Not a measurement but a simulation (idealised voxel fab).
Title: Process Module voxel gate over fins
This is section cut - it's 240 nm across, gridded in 5 nm square cells.
Each cross-section below is a grid of square cells, stated as bands in top-down order, with one or more rows of cells making up each band. Look at the band entry: it leads with the top's height and the bottom's height in nm. Then it lists the materials left to right, with a width in nm for each. The word "throughout" on a single material says that material fills the band edge to edge. The word "blank" is empty space. Below 0: as-received wafer, all one material; heights counted from there. Lowest band: no bottom, goes on down, written "from 0 down". Graded width ("30->40"): value in top row of band = first number; value in bottom row = second number; row-to-row change constant. Reading "remained unchanged" for a step: not a cell of the cross-section changed in it. Under "Unvented cavities" you'll find the enclosed gaps, the ones with no way out to the top, that are 8 cells or bigger; each reads width x height at distance, with distance counted from the left edge, everything in nm. It should be noted that, on the line of a given step, the content following the step's settings is a remark produced by the simulator itself with respect to that step. overlay nm: on a step with a mask, how far right of its planned place the mask lay; negative means left.
Plan:
1. RECEIVE,material Si
2. CONFORMAL_DEP,material SiN,thk nm 5
3. PATTERN,tone cover,mask id FINS,material resist,width nm 15,pitch nm 60,thk nm 15,overlay nm 0
4. DIRECTIONAL_ETCH,etch materials SiN,depth nm 5
5. DIRECTIONAL_ETCH,etch materials Si,depth nm 35
6. STRIP,etch materials resist
7. OXIDIZE,depth nm 5
8. FILL_DEP,material SiO2,thk nm 5
9. CMP,height nm 5
10. MASKED_ETCH,tone open,mask id RAIL,width nm 15,etch materials SiO2,depth nm 35,overlay nm 0
11. CONFORMAL_DEP,material TiN,thk nm 5
12. FILL_DEP,material W,thk nm 5
13. CMP,height nm 5
14. SELECTIVE_ETCH,etch materials W Ru TiN,depth nm 25
15. FILL_DEP,material SiO2,thk nm 5
16. CMP,height nm 5
17. SELECTIVE_ETCH,etch materials SiO2,depth nm 20
18. STRIP,etch materials SiN
19. CONFORMAL_DEP,material HfO2,thk nm 5
20. CONFORMAL_DEP,material TiN,thk nm 5
21. FILL_DEP,material W,thk nm 15
22. CMP,height nm 20
23. CONFORMAL_DEP,material SiN,thk nm 5
The cross-section here shows the wafer as received, i.e. in its state after step 1:
> from 0 down: Si throughout
> Unvented cavities: none
One mistake in running the module, otherwise start and plan as above: cross-section at the end:
> from 25 to 20: SiN throughout
> from 20 to 10: W throughout
> from 10 to 5: 55 of TiN, then 5 of W, then 55 of TiN, then 5 of W, then 55 of TiN, then 5 of W, then 60 of TiN
> from 5 to 0: 50 of HfO2, then 5 of TiN, then 5 of W, then 5 of TiN, then 45 of HfO2, then 5 of TiN, then 5 of W, then 5 of TiN, then 45 of HfO2, then 5 of TiN, then 5 of W, then 5 of TiN, then 55 of HfO2
> from 0 to -5: 45 of Si, then 5 of HfO2, then 5 of TiN, then 5 of W, then 5 of TiN, then 5 of HfO2, then 35 of Si, then 5 of HfO2, then 5 of TiN, then 5 of W, then 5 of TiN, then 5 of HfO2, then 35 of Si, then 5 of HfO2, then 5 of TiN, then 5 of W, then 5 of TiN, then 5 of HfO2, then 50 of Si
> from -5 to -10: 45 of Si, then 5 of HfO2, then 15 of TiN, then 5 of HfO2, then 35 of Si, then 5 of HfO2, then 15 of TiN, then 5 of HfO2, then 35 of Si, then 5 of HfO2, then 15 of TiN, then 5 of HfO2, then 50 of Si
> from -10 to -15: 45 of Si, then 25 of HfO2, then 35 of Si, then 25 of HfO2, then 35 of Si, then 25 of HfO2, then 50 of Si
> from -15 to -40: 45 of Si, then 25 of SiO2, then 35 of Si, then 25 of SiO2, then 35 of Si, then 25 of SiO2, then 50 of Si
> from -40 down: Si throughout
> Unvented cavities: none
Diagnosis: step 3: run off-plan, actual operation and settings PATTERN,tone open,mask id FINS,material resist,width nm 15,pitch nm 60,thk nm 15,overlay nm 0
